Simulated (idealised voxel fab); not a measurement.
Title: Process Module voxel self aligned contacts
Each square cell in cross-section cut measures 5 nm, and the section as a whole is 180 nm wide.
Format of a cross-section: grid, square cells. Given as bands. Order: top down. Band: one or more rows of cells. Band: top and bottom heights (nm) first, top before bottom; then materials from left to right, widths in nm. "everywhere" marks a sole material filling the band edge to edge. "air" denotes empty space. Below 0: as-received wafer, all one material; heights counted from there. Lowest band: no bottom, goes on down, written "from 0 down". A width given as "30->40" starts at the first number in the band's top row and ends at the second number in its bottom row, shifting by an equal amount at every step from row to row. Basically "changes: none" means that step didn't change any cell in the cross-section. In the "Encapsulated voids" entry, you get each enclosed empty space of 8 cells or more, one with no open way to the top, written width x height at distance, distance from the left edge, in nm. The remark found on a step's line after its settings is issued by the simulator itself and pertains to that step. The setting "overlay nm" may be written on the line of a step. When the step uses a mask, the value reports how far to the right of the planned place the mask lay, and a negative value reports that it lay to the left.

THE STEPS PLANNED FOR THE PROCESS ARE AS FOLLOWS
step 1: RECEIVE | material Si
step 2: OXIDIZE | depth nm 5
step 3: DIRECTIONAL_DEP | material polySi | thk nm 25
step 4: DIRECTIONAL_DEP | material SiN | thk nm 15
step 5: PATTERN | tone cover | mask id GATE | material resist | width nm 30 | pitch nm 60 | thk nm 20 | overlay nm 0
step 6: DIRECTIONAL_ETCH | etch materials SiN | depth nm 15
step 7: DIRECTIONAL_ETCH | etch materials polySi | depth nm 25
step 8: STRIP | etch materials resist
step 9: CONFORMAL_DEP | material SiN | thk nm 5
step 10: DIRECTIONAL_ETCH | etch materials SiN | depth nm 5
step 11: FILL_DEP | material SiO2 | thk nm 15
step 12: CMP | height nm 50
step 13: MASKED_ETCH | tone open | mask id CONTACT | width nm 40 | etch materials SiO2 | depth nm 55 | overlay nm 0
step 14: CONFORMAL_DEP | material TiN | thk nm 5
step 15: FILL_DEP | material W | thk nm 5
step 16: CMP | height nm 50
step 17: CONFORMAL_DEP | material SiCN | thk nm 5

WAFER AS RECEIVED: CROSS-SECTION FOLLOWING STEP 1
    from 0 down  Si everywhere
    Encapsulated voids: none

THE FOLLOWING CROSS-SECTION DEPICTS THE WAFER UPON CONCLUSION OF THE MODULE. PROCESSING COMMENCED FROM THE STARTING CONDITION ILLUSTRATED ABOVE AND ADHERED TO THE PLAN ILLUSTRATED ABOVE, SAVE FOR ONE MISTAKE IN EXECUTION
    from 55 to 50  SiCN everywhere
    from 50 to 45  SiO2: 70 | TiN: 5 | W: 30 | TiN: 5 | SiO2: 70
    from 45 to 40  SiO2: 70 | TiN: 40 | SiO2: 70
    from 40 to 25  SiN: 50 | SiO2: 20 | SiN: 40 | SiO2: 20 | SiN: 50
    from 25 to 0  polySi: 45 | SiN: 5 | SiO2: 20 | SiN: 5 | polySi: 30 | SiN: 5 | SiO2: 20 | SiN: 5 | polySi: 45
    from 0 to -5  SiO2 everywhere
    from -5 down  Si everywhere
    Encapsulated voids: none
What went wrong in running the wafer? step 5 deviated from plan and actually ran as PATTERN | tone open | mask id GATE | material resist | width nm 30 | pitch nm 60 | thk nm 20 | overlay nm 0
